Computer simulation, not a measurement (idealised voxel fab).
Proc. module: voxel ribs on slabs
Cross-section cut spans 215 nm and uses square cells 5 nm in size.
Cross-sections here: square-cell grids, written as top-down lists of bands, a band being one or more rows of cells.
Band entry format. Leading values: height of top, height of bottom, nm. Remainder: materials in left-to-right order, each with its width in nm. Special words: "everywhere" on a single material, which then fills the band edge to edge; "blank", empty space.
Beneath 0, the wafer as received is one material, and that level is where height counting begins. The lowest band goes on downward without a bottom; it is written like "top 0, no bottom".
It should be noted that a width expressed as "30->40" varies in equal increments from row to row of cells within the band, taking the value of the first number at the top row and that of the second number at the bottom row.
"stayed the same" (step): cross-section cells unchanged, all of them.
This entry, "Unvented voids", enumerates those empty regions of no fewer than 8 cells that possess no open connection to the top. Each region is reported in the form width x height at distance, the distance being taken from the left edge, with all three quantities expressed in nm.
Where a step's line continues beyond its settings, the continuation is a remark by the simulator itself on that step.
On any step carrying a mask, the "overlay nm" setting, if present on the step's line, tells how far right of its planned place the mask lay; negative values point to the left.

-- Planned process steps
1 RECEIVE, material Si
2 DIRECTIONAL_DEP, material SiO2, thk nm 30
3 DIRECTIONAL_DEP, material polySi, thk nm 15
4 PATTERN, tone cover, mask id RIB, material resist, width nm 20, thk nm 15, overlay nm 0
5 DIRECTIONAL_ETCH, etch materials polySi, depth nm 10
6 STRIP, etch materials resist
7 DIRECTIONAL_DEP, material aC, thk nm 10
8 PATTERN, tone cover, mask id SLAB, material resist, width nm 70, thk nm 30, overlay nm 0
9 DIRECTIONAL_ETCH, etch materials aC, depth nm 10
10 STRIP, etch materials resist
11 DIRECTIONAL_ETCH, etch materials polySi, depth nm 5
12 STRIP, etch materials aC
13 FILL_DEP, material SiO2, thk nm 20
14 CMP, height nm 55
15 DIRECTIONAL_DEP, material TiN, thk nm 5
16 DIRECTIONAL_DEP, material aC, thk nm 10
17 PATTERN, tone cover, mask id HEATER, material resist, width nm 30, thk nm 30, overlay nm 0
18 DIRECTIONAL_ETCH, etch materials aC, depth nm 10
19 STRIP, etch materials resist
20 DIRECTIONAL_ETCH, etch materials TiN, depth nm 5
21 STRIP, etch materials aC
22 CONFORMAL_DEP, material SiO2, thk nm 5

-- as received, after step 1
	top 0, no bottom: Si everywhere
	Unvented voids: none

-- Module complete, cross-section. Starting point and plan per above. One mistake made in running the module
	top 65, bottom 60: blank 85 nm | SiO2 40 nm | blank 90 nm
	top 60, bottom 55: SiO2 90 nm | TiN 30 nm | SiO2 95 nm
	top 55, bottom 45: SiO2 95->70 nm | polySi 20->70 nm | SiO2 100->75 nm
	top 45, bottom 30: polySi everywhere
	top 30, bottom 0: SiO2 everywhere
	top 0, no bottom: Si everywhere
	Unvented voids: none
what went wrong: execution of plan step 3 occurred twice
